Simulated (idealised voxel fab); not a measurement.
process module | voxel released beams
cross-section cut | 220 nm wide | cells 5 nm
A cross-section is a grid of square cells, given in bands from the top down. A band is one or more rows of cells.
Each band's line starts with the height of the band's top and of its bottom, in nm. Then come its materials from left to right, each with its width in nm. One material with "throughout" fills the band from edge to edge. "air" is empty space.
Height 0 is the level under which the wafer as received is all one material. The lowest band goes on downwards, as in "0 down".
A width such as "30 to 40" changes by the same amount from each row of cells to the next, from the band's top row to its bottom row.
"no change" after a step means that no cell of the cross-section changed.
closed voids: empty space of 8 cells or more with no open way to the top, each as width x height at its distance from the left edge, in nm
after a step's settings: what the simulator itself notes on the step
overlay nm, on a step with a mask: how far to the right of its planned place the mask lay; to the left if negative
plan
1 op RECEIVE | material Si
2 op CONFORMAL_DEP | material Al2O3 | thk nm 10
3 op DIRECTIONAL_DEP | material SiO2 | thk nm 10
4 op PATTERN | tone open | mask id ANCHOR | material resist | width nm 35 | thk nm 15 | overlay nm 0
5 op DIRECTIONAL_ETCH | etch materials SiO2 | depth nm 10
6 op STRIP | etch materials resist
7 op CONFORMAL_DEP | material polySi | thk nm 15
8 op DIRECTIONAL_DEP | material aC | thk nm 15
9 op PATTERN | tone cover | mask id BEAM | material resist | width nm 85 | thk nm 30 | overlay nm 0
10 op DIRECTIONAL_ETCH | etch materials aC | depth nm 15
11 op STRIP | etch materials resist
12 op DIRECTIONAL_ETCH | etch materials polySi | depth nm 15
13 op STRIP | etch materials aC
14 op STRIP | etch materials SiO2
as received, after step 1
  0 down: Si throughout
  closed voids: none
first wafer at the end, as planned
  35 to 25: air 65 | polySi 20 | air 5 | polySi 60 | air 70
  25 to 20: air 65 | polySi 85 | air 70
  20 to 10: air 70 | polySi 35 | air 115
  10 to 0: Al2O3 throughout
  0 down: Si throughout
  closed voids: none
second wafer at the end: like start, like plan, one mistake
  50 to 40: Al2O3 85 | air 5 | Al2O3 130
  40 to 35: Al2O3 throughout
  35 to 25: polySi 85 | Al2O3 5 | polySi 130
  25 to 20: polySi throughout
  20 to 10: SiO2 70 | polySi 35 | SiO2 115
  10 to 0: Al2O3 throughout
  0 down: Si throughout
  closed voids: none
what went wrong: step 8 ran as: op DIRECTIONAL_DEP | material Al2O3 | thk nm 15
at the end the second wafer has, in cells: 132 more of Al2O3 | 74 more of SiO2 | 81 more of polySi
